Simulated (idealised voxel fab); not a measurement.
process module | voxel lift off
cross-section cut | 220 nm wide | cells 5 nm
A cross-section is a grid of square cells, given in bands from the top down. A band is one or more rows of cells.
Each band's line starts with the height of the band's top and of its bottom, in nm. Then come its materials from left to right, each with its width in nm. One material with "throughout" fills the band from edge to edge. "air" is empty space.
Height 0 is the level under which the wafer as received is all one material. The lowest band goes on downwards, as in "0 down".
A width such as "30 to 40" changes by the same amount from each row of cells to the next, from the band's top row to its bottom row.
"no change" after a step means that no cell of the cross-section changed.
closed voids: empty space of 8 cells or more with no open way to the top, each as width x height at its distance from the left edge, in nm
after a step's settings: what the simulator itself notes on the step
overlay nm, on a step with a mask: how far to the right of its planned place the mask lay; to the left if negative
plan
1 op RECEIVE | material Si
2 op CONFORMAL_DEP | material SiN | thk nm 5
3 op PATTERN | tone open | mask id LINES | material resist | width nm 25 | pitch nm 50 | thk nm 20 | overlay nm 0
4 op DIRECTIONAL_DEP | material Ru | thk nm 10
5 op STRIP | etch materials resist
6 op CONFORMAL_DEP | material SiCN | thk nm 10
as received, after step 1
  0 down: Si throughout
  closed voids: none
first wafer at the end, as planned
  25 to 15: air 10 | SiCN 45 | air 5 | SiCN 45 | air 5 | SiCN 45 | air 5 | SiCN 45 | air 15
  15 to 5: SiCN 20 | Ru 25 | SiCN 25 | Ru 25 | SiCN 25 | Ru 25 | SiCN 25 | Ru 25 | SiCN 25
  5 to 0: SiN throughout
  0 down: Si throughout
  closed voids: none
second wafer at the end: like start, like plan, one mistake
  20 to 15: air 15 | SiCN 35 | air 15 | SiCN 35 | air 15 | SiCN 35 | air 15 | SiCN 35 | air 20
  15 to 10: air 15 | SiCN 5 | Ru 25 | SiCN 5 | air 15 | SiCN 5 | Ru 25 | SiCN 5 | air 15 | SiCN 5 | Ru 25 | SiCN 5 | air 15 | SiCN 5 | Ru 25 | SiCN 5 | air 20
  10 to 5: SiCN 20 | Ru 25 | SiCN 25 | Ru 25 | SiCN 25 | Ru 25 | SiCN 25 | Ru 25 | SiCN 25
  5 to 0: SiN throughout
  0 down: Si throughout
  closed voids: none
what went wrong: step 6 ran as: op CONFORMAL_DEP | material SiCN | thk nm 5
at the end the second wafer has, in cells: 60 fewer of SiCN
